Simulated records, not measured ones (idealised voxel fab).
Name of the process module below: voxel self aligned vias
Cross-section cut spans 285 nm and uses square cells 5 nm in size.
A cross-section is written here as square cells arranged in a grid, and it is given in bands from the top down, each band taking up one or more rows of cells. Band entry format. Leading values: height of top, height of bottom, nm. Remainder: materials in left-to-right order, each with its width in nm. Special words: "everywhere" on a single material, which then fills the band edge to edge; "empty", empty space. Heights are reckoned from 0. Under this level, the received wafer is all of one material. The bottommost band is open-ended downward, for example "0..down". The width entry "30 to 40" should be interpreted row by row: the top row of cells in the band takes the first number, the bottom row takes the second number, and the change between adjacent rows is uniform throughout. The cross-section has no changed cell in any step marked "no change occurred". What "Voids, fully enclosed" gives you is every empty space of 8 cells or more that is cut off from the top. Each appears as width x height at distance, with the distance taken from the left edge and width, height and distance all in nm. Heads up: the bit after the settings on a step's line is the simulator's remark on that step. overlay nm: right-of-plan distance of the mask on a masked step; negative values mean left-of-plan.

## Process steps - plan
1: RECEIVE: material Si
2: CONFORMAL_DEP: material SiO2, thk nm 10
3: CONFORMAL_DEP: material SiCN, thk nm 5
4: DIRECTIONAL_DEP: material lowk, thk nm 20
5: MASKED_ETCH: tone open, mask id LINES, width nm 25, pitch nm 55, etch materials lowk, depth nm 20, overlay nm 0
6: CONFORMAL_DEP: material TiN, thk nm 5
7: FILL_DEP: material Ru, thk nm 10
8: CMP: height nm 35
9: SELECTIVE_ETCH: etch materials W Ru TiN, depth nm 5
10: FILL_DEP: material SiN, thk nm 10
11: CMP: height nm 35
12: DIRECTIONAL_DEP: material lowk, thk nm 20
13: PATTERN: tone open, mask id VIAS, material resist, width nm 35, pitch nm 110, thk nm 20, overlay nm 0
14: DIRECTIONAL_ETCH: etch materials lowk, depth nm 20
15: DIRECTIONAL_ETCH: etch materials SiN, depth nm 5
16: STRIP: etch materials resist
17: CONFORMAL_DEP: material TiN, thk nm 5
18: FILL_DEP: material W, thk nm 5
19: CMP: height nm 55
20: CONFORMAL_DEP: material SiN, thk nm 5

## Wafer cross-section on receipt, i.e. after step 1
  0..down = Si everywhere
  Voids, fully enclosed: none

## This is how the wafer looks in cross-section once the module is done, given the starting state and plan above and one mistake in carrying the plan out
  60..55 = SiN everywhere
  55..40 = lowk (70) | TiN (5) | W (25) | TiN (5) | lowk (75) | TiN (5) | W (25) | TiN (5) | lowk (70)
  40..35 = lowk (70) | TiN (35) | lowk (75) | TiN (35) | lowk (70)
  35..30 = SiN (70) | TiN (5) | lowk (25) | TiN (5) | SiN (25) | lowk (25) | SiN (25) | TiN (5) | lowk (25) | TiN (5) | SiN (70)
  30..20 = Ru (70) | TiN (5) | lowk (25) | TiN (5) | Ru (20) | TiN (5) | lowk (25) | TiN (5) | Ru (20) | TiN (5) | lowk (25) | TiN (5) | Ru (70)
  20..15 = TiN (75) | lowk (25) | TiN (30) | lowk (25) | TiN (30) | lowk (25) | TiN (75)
  15..10 = SiCN everywhere
  10..0 = SiO2 everywhere
  0..down = Si everywhere
  Voids, fully enclosed: none
What went wrong in running the wafer? step 5 did not happen as planned, as run it was MASKED_ETCH: tone cover, mask id LINES, width nm 25, pitch nm 55, etch materials lowk, depth nm 20, overlay nm 0
